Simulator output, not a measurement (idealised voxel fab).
A process module follows: voxel trench capacitor.
The cross-section shown here is cut; it is 165 nm wide and divided into square cells measuring 5 nm on a side.
Heads up, the way a cross-section reads in here is a grid of square cells, handed over as bands from the top down, with every band being one or more rows of cells.
Read a band's entry like this: the first values are the height of its top and the height of its bottom in nm, and what follows is the sequence of materials from left to right, each with its width in nm. Note that "blank" is empty space, and that a single material marked "throughout" reaches across the band from edge to edge.
A quick word on heights: they are counted from 0, and under that level the wafer as it came to us is one material throughout. The lowest band is different from the rest in having no bottom; it simply continues downward, written as in "0 down".
You'd read "30..40" like this: the band's top row of cells is as wide as the first number, its bottom row is as wide as the second, and going down, every row changes width by the same amount as the row before did.
No cell of the cross-section changed in a step that is given as "no modifications".
Entry "Entrapped void list" = empty spaces >= 8 cells with no open way to the top; each as width x height at distance, distance from left edge, all nm.
Past the settings on a step's line: simulator remark, on that step.
overlay nm: mask offset rightward from planned place, masked step; negative means leftward offset.
Process steps (planned)
| 1 | RECEIVE: material Si |
| 2 | CONFORMAL_DEP: material SiN, thk nm 10 |
| 3 | DIRECTIONAL_DEP: material aC, thk nm 10 |
| 4 | PATTERN: tone open, mask id TRENCH, material resist, width nm 25, pitch nm 50, thk nm 30, overlay nm -15 |
| 5 | DIRECTIONAL_ETCH: etch materials aC, depth nm 10 |
| 6 | STRIP: etch materials resist |
| 7 | DIRECTIONAL_ETCH: etch materials SiN, depth nm 10 |
| 8 | DIRECTIONAL_ETCH: etch materials Si, depth nm 30 |
| 9 | STRIP: etch materials aC |
| 10 | CONFORMAL_DEP: material HfO2, thk nm 5 |
| 11 | CONFORMAL_DEP: material TiN, thk nm 5 |
| 12 | FILL_DEP: material W, thk nm 5 |
| 13 | CMP: height nm 10 |
Split variable: overlay nm, step 4. Plan value = first wafer. Wafers start alike.
First wafer of several, as received: cross-section after step 1
0 down  Si throughout
Entrapped void list: none
Module end state after final step 13: cross-section of the first of several wafers
10 to 0  SiN 30 nm, then HfO2 5 nm, then TiN 5 nm, then W 5 nm, then TiN 5 nm, then HfO2 5 nm, then SiN 25 nm, then HfO2 5 nm, then TiN 5 nm, then W 5 nm, then TiN 5 nm, then HfO2 5 nm, then SiN 60 nm
0 to -20  Si 30 nm, then HfO2 5 nm, then TiN 5 nm, then W 5 nm, then TiN 5 nm, then HfO2 5 nm, then Si 25 nm, then HfO2 5 nm, then TiN 5 nm, then W 5 nm, then TiN 5 nm, then HfO2 5 nm, then Si 60 nm
-20 to -25  Si 30 nm, then HfO2 5 nm, then TiN 15 nm, then HfO2 5 nm, then Si 25 nm, then HfO2 5 nm, then TiN 15 nm, then HfO2 5 nm, then Si 60 nm
-25 to -30  Si 30 nm, then HfO2 25 nm, then Si 25 nm, then HfO2 25 nm, then Si 60 nm
-30 down  Si throughout
Entrapped void list: none
Of the several wafers, the last: cross-section at the end of the module
10 to 0  SiN 60 nm, then HfO2 5 nm, then TiN 5 nm, then W 5 nm, then TiN 5 nm, then HfO2 5 nm, then SiN 25 nm, then HfO2 5 nm, then TiN 5 nm, then W 5 nm, then TiN 5 nm, then HfO2 5 nm, then SiN 30 nm
0 to -20  Si 60 nm, then HfO2 5 nm, then TiN 5 nm, then W 5 nm, then TiN 5 nm, then HfO2 5 nm, then Si 25 nm, then HfO2 5 nm, then TiN 5 nm, then W 5 nm, then TiN 5 nm, then HfO2 5 nm, then Si 30 nm
-20 to -25  Si 60 nm, then HfO2 5 nm, then TiN 15 nm, then HfO2 5 nm, then Si 25 nm, then HfO2 5 nm, then TiN 15 nm, then HfO2 5 nm, then Si 30 nm
-25 to -30  Si 60 nm, then HfO2 25 nm, then Si 25 nm, then HfO2 25 nm, then Si 30 nm
-30 down  Si throughout
Entrapped void list: none
Every row in this table is a wafer at the end of the module, and it gives, for each of the materials, the cells that wafer has gained (+) or lost (-) since it was received, then its closed voids
overlay nm -15, +38 HfO2, -60 Si, +46 SiN, +30 TiN, +12 W, Entrapped void list: none
overlay nm -10, +38 HfO2, -60 Si, +46 SiN, +30 TiN, +12 W, Entrapped void list: none
overlay nm -5, +38 HfO2, -60 Si, +46 SiN, +30 TiN, +12 W, Entrapped void list: none
overlay nm 0, +38 HfO2, -60 Si, +46 SiN, +30 TiN, +12 W, Entrapped void list: none
overlay nm 5, +38 HfO2, -60 Si, +46 SiN, +30 TiN, +12 W, Entrapped void list: none
overlay nm 10, +38 HfO2, -60 Si, +46 SiN, +30 TiN, +12 W, Entrapped void list: none
overlay nm 15, +38 HfO2, -60 Si, +46 SiN, +30 TiN, +12 W, Entrapped void list: none
